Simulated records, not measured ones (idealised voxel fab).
process module | voxel air gaps
cross-section cut | 300 nm wide | cells 5 nm
A cross-section is a grid of square cells, given in bands from the top down. A band is one or more rows of cells.
Each band's line starts with the height of the band's top and of its bottom, in nm. Then come its materials from left to right, each with its width in nm. One material with "throughout" fills the band from edge to edge. "air" is empty space.
Height 0 is the level under which the wafer as received is all one material. The lowest band goes on downwards, as in "0 down".
A width such as "30 to 40" changes by the same amount from each row of cells to the next, from the band's top row to its bottom row.
"no change" after a step means that no cell of the cross-section changed.
closed voids: empty space of 8 cells or more with no open way to the top, each as width x height at its distance from the left edge, in nm
after a step's settings: what the simulator itself notes on the step
overlay nm, on a step with a mask: how far to the right of its planned place the mask lay; to the left if negative
plan
1 op RECEIVE | material Si
2 op CONFORMAL_DEP | material SiO2 | thk nm 10
3 op CONFORMAL_DEP | material SiN | thk nm 5
4 op DIRECTIONAL_DEP | material SiO2 | thk nm 40
5 op MASKED_ETCH | tone open | mask id LINES | width nm 20 | pitch nm 45 | etch materials SiO2 | depth nm 40 | overlay nm 0
6 op CONFORMAL_DEP | material TiN | thk nm 5
7 op FILL_DEP | material W | thk nm 10
8 op CMP | height nm 55
9 op EPI | material Ru | thk nm 10
10 op SELECTIVE_ETCH | etch materials SiO2 | depth nm 50
11 op CONFORMAL_DEP | material SiN | thk nm 5
first wafer, as planned
as received, after step 1
  0 down: Si throughout
  closed voids: none
after step 2
  10 to 0: SiO2 throughout
  below 0: unchanged
after step 3
  15 to 10: SiN throughout
  below 10: unchanged
after step 4
  55 to 15: SiO2 throughout
  below 15: unchanged
after step 5
  55 to 15: SiO2 70 | air 20 | SiO2 25 | air 20 | SiO2 25 | air 20 | SiO2 25 | air 20 | SiO2 75
  below 15: unchanged
after step 6
  60 to 55: TiN 75 | air 10 | TiN 35 | air 10 | TiN 35 | air 10 | TiN 35 | air 10 | TiN 80
  55 to 20: SiO2 70 | TiN 5 | air 10 | TiN 5 | SiO2 25 | TiN 5 | air 10 | TiN 5 | SiO2 25 | TiN 5 | air 10 | TiN 5 | SiO2 25 | TiN 5 | air 10 | TiN 5 | SiO2 75
  20 to 15: SiO2 70 | TiN 20 | SiO2 25 | TiN 20 | SiO2 25 | TiN 20 | SiO2 25 | TiN 20 | SiO2 75
  below 15: unchanged
after step 7
  70 to 60: W throughout
  60 to 55: TiN 75 | W 10 | TiN 35 | W 10 | TiN 35 | W 10 | TiN 35 | W 10 | TiN 80
  55 to 20: SiO2 70 | TiN 5 | W 10 | TiN 5 | SiO2 25 | TiN 5 | W 10 | TiN 5 | SiO2 25 | TiN 5 | W 10 | TiN 5 | SiO2 25 | TiN 5 | W 10 | TiN 5 | SiO2 75
  below 20: unchanged
after step 8
  55 to 20: SiO2 70 | TiN 5 | W 10 | TiN 5 | SiO2 25 | TiN 5 | W 10 | TiN 5 | SiO2 25 | TiN 5 | W 10 | TiN 5 | SiO2 25 | TiN 5 | W 10 | TiN 5 | SiO2 75
  below 20: unchanged
after step 9
  65 to 55: air 60 | Ru 40 | air 5 | Ru 40 | air 5 | Ru 40 | air 5 | Ru 40 | air 65
  below 55: unchanged
after step 10
  65 to 55: air 60 | Ru 40 | air 5 | Ru 40 | air 5 | Ru 40 | air 5 | Ru 40 | air 65
  55 to 20: air 70 | TiN 5 | W 10 | TiN 5 | air 25 | TiN 5 | W 10 | TiN 5 | air 25 | TiN 5 | W 10 | TiN 5 | air 25 | TiN 5 | W 10 | TiN 5 | air 75
  20 to 15: air 70 | TiN 20 | air 25 | TiN 20 | air 25 | TiN 20 | air 25 | TiN 20 | air 75
  below 15: unchanged
after step 11
  70 to 65: air 55 | SiN 185 | air 60
  65 to 55: air 55 | SiN 5 | Ru 40 | SiN 5 | Ru 40 | SiN 5 | Ru 40 | SiN 5 | Ru 40 | SiN 5 | air 60
  55 to 50: air 55 | SiN 15 | TiN 5 | W 10 | TiN 5 | SiN 25 | TiN 5 | W 10 | TiN 5 | SiN 25 | TiN 5 | W 10 | TiN 5 | SiN 25 | TiN 5 | W 10 | TiN 5 | SiN 15 | air 60
  50 to 20: air 65 | SiN 5 | TiN 5 | W 10 | TiN 5 | SiN 5 | air 15 | SiN 5 | TiN 5 | W 10 | TiN 5 | SiN 5 | air 15 | SiN 5 | TiN 5 | W 10 | TiN 5 | SiN 5 | air 15 | SiN 5 | TiN 5 | W 10 | TiN 5 | SiN 5 | air 70
  20 to 15: SiN 70 | TiN 20 | SiN 25 | TiN 20 | SiN 25 | TiN 20 | SiN 25 | TiN 20 | SiN 75
  below 15: unchanged
  closed voids: 15 x 30 at 95; 15 x 30 at 140; 15 x 30 at 185
second wafer: like start, like plan, one mistake. Through step 4 it matches the first wafer
when step 5 should have ended
  55 to 15: air 70 | SiO2 20 | air 25 | SiO2 20 | air 25 | SiO2 20 | air 25 | SiO2 20 | air 75
  below 15: unchanged
when step 6 should have ended
  60 to 55: air 65 | TiN 30 | air 15 | TiN 30 | air 15 | TiN 30 | air 15 | TiN 30 | air 70
  55 to 20: air 65 | TiN 5 | SiO2 20 | TiN 5 | air 15 | TiN 5 | SiO2 20 | TiN 5 | air 15 | TiN 5 | SiO2 20 | TiN 5 | air 15 | TiN 5 | SiO2 20 | TiN 5 | air 70
  20 to 15: TiN 70 | SiO2 20 | TiN 25 | SiO2 20 | TiN 25 | SiO2 20 | TiN 25 | SiO2 20 | TiN 75
  below 15: unchanged
when step 7 should have ended
  70 to 60: W throughout
  60 to 55: W 65 | TiN 30 | W 15 | TiN 30 | W 15 | TiN 30 | W 15 | TiN 30 | W 70
  55 to 20: W 65 | TiN 5 | SiO2 20 | TiN 5 | W 15 | TiN 5 | SiO2 20 | TiN 5 | W 15 | TiN 5 | SiO2 20 | TiN 5 | W 15 | TiN 5 | SiO2 20 | TiN 5 | W 70
  below 20: unchanged
when step 8 should have ended
  55 to 20: W 65 | TiN 5 | SiO2 20 | TiN 5 | W 15 | TiN 5 | SiO2 20 | TiN 5 | W 15 | TiN 5 | SiO2 20 | TiN 5 | W 15 | TiN 5 | SiO2 20 | TiN 5 | W 70
  below 20: unchanged
when step 9 should have ended
  65 to 55: Ru throughout
  below 55: unchanged
when step 10 should have ended: no change
when step 11 should have ended
  70 to 65: SiN throughout
  below 65: unchanged
what went wrong: step 5 ran as: op MASKED_ETCH | tone cover | mask id LINES | width nm 20 | pitch nm 45 | etch materials SiO2 | depth nm 40 | overlay nm 0
at the end the second wafer has, in cells: 56 more of Ru | 100 fewer of SiN | 128 more of SiO2 | 28 more of TiN | 196 more of W
closed voids at the end (first wafer, second wafer): 3, 0
